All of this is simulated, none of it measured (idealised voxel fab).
The process module presented herein is designated voxel trench capacitor.
The figure presents cross-section cut, which has a width of 300 nm and is divided into square cells with an edge length of 5 nm.
In this document a cross-section is written as a grid of square cells. It is given as a series of bands, listed from the top down, and a band is one or more rows of cells.
For a band, the entry starts with two heights in nm, that of the top and then that of the bottom, and carries on with the band's materials in order from left to right, each alongside its width in nm; the word "full width" beside a single material means it fills the band edge to edge, and "blank" means empty space.
Heights are expressed relative to 0, this being the level below which the as-received wafer comprises one material exclusively. The lowest band is unbounded in the downward direction and is denoted as in "0 and below".
A width such as "30..40" changes by the same amount from each row of cells to the next, from the band's top row to its bottom row.
Key: "remained unchanged" - step with no changed cell in the cross-section.
"Closed void roster" enumerates empty spaces isolated from the top, with no open way to it, that contain at least 8 cells, giving each as width x height at distance from the left edge, all three in nm.
What comes after the settings on a step's line is commentary from the simulator itself on that step.
Each step line may optionally specify "overlay nm", which for a step with a mask gives the rightward distance between the mask's planned place and where it lay, a negative value indicating the leftward direction.
The planned process steps are enumerated hereunder:
1,RECEIVE, material Si
2,CONFORMAL_DEP, material SiN, thk nm 10
3,PATTERN, tone open, mask id TRENCH, material resist, width nm 30, pitch nm 60, thk nm 15, overlay nm 0
4,DIRECTIONAL_ETCH, etch materials SiN, depth nm 10
5,DIRECTIONAL_ETCH, etch materials Si, depth nm 30
6,STRIP, etch materials resist
7,CONFORMAL_DEP, material HfO2, thk nm 5
8,CONFORMAL_DEP, material TiN, thk nm 5
9,FILL_DEP, material W, thk nm 10
10,CMP, height nm 10
Cross-section, incoming material, after step 1:
    0 and below: Si full width
    Closed void roster: none
The cross-section shown corresponds to the wafer at the conclusion of the module. The initial structure and the process plan are those presented above; however, one mistake occurred in executing the plan:
    10 down to 0: 45 of SiN | 5 of HfO2 | 5 of TiN | 10 of W | 5 of TiN | 5 of HfO2 | 30 of SiN | 5 of HfO2 | 5 of TiN | 10 of W | 5 of TiN | 5 of HfO2 | 30 of SiN | 5 of HfO2 | 5 of TiN | 10 of W | 5 of TiN | 5 of HfO2 | 30 of SiN | 5 of HfO2 | 5 of TiN | 10 of W | 5 of TiN | 5 of HfO2 | 45 of SiN
    0 down to -25: 45 of Si | 5 of HfO2 | 5 of TiN | 10 of W | 5 of TiN | 5 of HfO2 | 30 of Si | 5 of HfO2 | 5 of TiN | 10 of W | 5 of TiN | 5 of HfO2 | 30 of Si | 5 of HfO2 | 5 of TiN | 10 of W | 5 of TiN | 5 of HfO2 | 30 of Si | 5 of HfO2 | 5 of TiN | 10 of W | 5 of TiN | 5 of HfO2 | 45 of Si
    -25 down to -30: 45 of Si | 5 of HfO2 | 20 of TiN | 5 of HfO2 | 30 of Si | 5 of HfO2 | 20 of TiN | 5 of HfO2 | 30 of Si | 5 of HfO2 | 20 of TiN | 5 of HfO2 | 30 of Si | 5 of HfO2 | 20 of TiN | 5 of HfO2 | 45 of Si
    -30 down to -35: 45 of Si | 30 of HfO2 | 30 of Si | 30 of HfO2 | 30 of Si | 30 of HfO2 | 30 of Si | 30 of HfO2 | 45 of Si
    -35 and below: Si full width
    Closed void roster: none
What broke from the plan during processing? step 5 ran differently from the plan; actual operation with settings: DIRECTIONAL_ETCH, etch materials Si, depth nm 35
